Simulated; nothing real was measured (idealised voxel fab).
process module | voxel wiring stack
cross-section cut | 250 nm wide | cells 5 nm
A cross-section is a grid of square cells, given in bands from the top down. A band is one or more rows of cells.
Each band's line starts with the height of the band's top and of its bottom, in nm. Then come its materials from left to right, each with its width in nm. One material with "throughout" fills the band from edge to edge. "air" is empty space.
Height 0 is the level under which the wafer as received is all one material. The lowest band goes on downwards, as in "0 down".
A width such as "30 to 40" changes by the same amount from each row of cells to the next, from the band's top row to its bottom row.
"no change" after a step means that no cell of the cross-section changed.
closed voids: empty space of 8 cells or more with no open way to the top, each as width x height at its distance from the left edge, in nm
after a step's settings: what the simulator itself notes on the step
overlay nm, on a step with a mask: how far to the right of its planned place the mask lay; to the left if negative
plan
1 op RECEIVE | material Si
2 op CONFORMAL_DEP | material SiO2 | thk nm 10
3 op CONFORMAL_DEP | material SiN | thk nm 5
4 op DIRECTIONAL_DEP | material SiO2 | thk nm 15
5 op MASKED_ETCH | tone open | mask id METAL_1 | width nm 25 | pitch nm 50 | etch materials SiO2 | depth nm 15 | overlay nm 0
6 op MASKED_ETCH | tone open | mask id METAL_1 | width nm 25 | pitch nm 50 | etch materials SiN | depth nm 5 | overlay nm 0
7 op CONFORMAL_DEP | material TiN | thk nm 5
8 op FILL_DEP | material Cu | thk nm 10
9 op CMP | height nm 30
10 op EPI | material Ru | thk nm 5
11 op FILL_DEP | material SiCN | thk nm 5
12 op DIRECTIONAL_DEP | material lowk | thk nm 15
13 op MASKED_ETCH | tone open | mask id PLUG_1 | width nm 15 | pitch nm 50 | etch materials lowk | depth nm 15 | overlay nm 0
14 op MASKED_ETCH | tone open | mask id PLUG_1 | width nm 15 | pitch nm 50 | etch materials SiCN | depth nm 5 | overlay nm 0
15 op EPI | material Ru | thk nm 10
16 op EPI | material Ru | thk nm 10
17 op CONFORMAL_DEP | material SiN | thk nm 5
18 op DIRECTIONAL_DEP | material SiO2 | thk nm 25
19 op PATTERN | tone open | mask id METAL_2 | material resist | width nm 25 | pitch nm 50 | thk nm 20 | overlay nm 0
20 op DIRECTIONAL_ETCH | etch materials SiO2 | depth nm 25
21 op DIRECTIONAL_ETCH | etch materials SiN | depth nm 5
22 op STRIP | etch materials resist
23 op CONFORMAL_DEP | material TiN | thk nm 5
24 op FILL_DEP | material Cu | thk nm 5
25 op CMP | height nm 85
26 op CONFORMAL_DEP | material SiN | thk nm 5
as received, after step 1
  0 down: Si throughout
  closed voids: none
a wafer at the end: this start, this plan, one mistake
  90 to 85: SiN throughout
  85 to 60: SiO2 85 | TiN 5 | Cu 15 | TiN 5 | SiO2 25 | TiN 5 | Cu 15 | TiN 5 | SiO2 90
  60 to 55: SiN 85 | TiN 25 | SiN 25 | TiN 25 | SiN 90
  55 to 40: lowk 85 | Ru 15 | lowk 35 | Ru 15 | lowk 100
  40 to 35: SiCN 85 | Ru 15 | SiCN 35 | Ru 15 | SiCN 100
  35 to 30: Ru 90 | SiCN 15 | Ru 35 | SiCN 15 | Ru 95
  30 to 20: Cu 80 | TiN 5 | SiO2 25 | TiN 5 | Cu 15 | TiN 5 | SiO2 25 | TiN 5 | Cu 85
  20 to 15: TiN 85 | SiO2 25 | TiN 25 | SiO2 25 | TiN 90
  15 to 10: SiN throughout
  10 to 0: SiO2 throughout
  0 down: Si throughout
  closed voids: none
what went wrong: step 5 ran as: op MASKED_ETCH | tone cover | mask id METAL_1 | width nm 25 | pitch nm 50 | etch materials SiO2 | depth nm 15 | overlay nm 0
